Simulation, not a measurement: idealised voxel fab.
Module name: voxel double patterning (process module)
Xsec cut, 210 nm wide, square cell size 5 nm.
Cross-section format: a grid of square cells, given as bands from top to bottom; each band is one or more rows of cells. Heads up on the band format: heights come first, top then bottom, in nm. After that it's the materials left to right, each with its width in nm. A single material flagged "full width" fills the whole band edge to edge, and "air" means there's empty space there. Height 0 is the level under which the wafer as received is all one material. The lowest band goes on downwards, as in "0..down". The two numbers in a width such as "30 to 40" mark its ends across the band: the first belongs to the top row of cells, the second to the bottom row, and from each row to the next the width moves by the same amount. What does "remains unaltered" mean for a step? It means no cell of the cross-section changed in that step. "Enclosed internal voids" enumerates empty spaces isolated from the top, with no open way to it, that contain at least 8 cells, giving each as width x height at distance from the left edge, all three in nm. after a step's settings: what the simulator itself notes on the step. A step's line can hold "overlay nm"; with a mask on that step, the setting says how far right of the planned place the mask lay, while a negative setting says it lay to the left.

[Intended process steps]
1. RECEIVE | material Si
2. CONFORMAL_DEP | material SiN | thk nm 10
3. DIRECTIONAL_DEP | material SiO2 | thk nm 10
4. DIRECTIONAL_DEP | material SiCN | thk nm 10
5. MASKED_ETCH | tone open | mask id FIRST | width nm 15 | pitch nm 50 | etch materials SiCN | depth nm 10 | overlay nm 0
6. MASKED_ETCH | tone open | mask id SECOND | width nm 15 | pitch nm 50 | etch materials SiCN | depth nm 10 | overlay nm 0
7. DIRECTIONAL_ETCH | etch materials SiO2 | depth nm 10
8. STRIP | etch materials SiCN

[Wafer cross-section on receipt, i.e. after step 1]
0..down = Si full width
Enclosed internal voids: none

[Cross-sectional image of the first of two wafers at the end of the module, the run having proceeded as planned]
20..10 = SiO2=45 / air=15 / SiO2=10 / air=15 / SiO2=10 / air=15 / SiO2=10 / air=15 / SiO2=10 / air=15 / SiO2=50
10..0 = SiN full width
0..down = Si full width
Enclosed internal voids: none

[Now the second wafer, cross-sectioned at the end of the module. Nothing different at the start, nothing different in the plan compared with the first, just one mistake when it was actually run]
15..10 = SiO2=45 / air=15 / SiO2=10 / air=15 / SiO2=10 / air=15 / SiO2=10 / air=15 / SiO2=10 / air=15 / SiO2=50
10..0 = SiN full width
0..down = Si full width
Enclosed internal voids: none
Run error: heads up, step 3 didn't go per plan, it actually ran as DIRECTIONAL_DEP | material SiO2 | thk nm 5
Cell-count delta at end, second wafer over first, by material: SiO2: 27 fewer
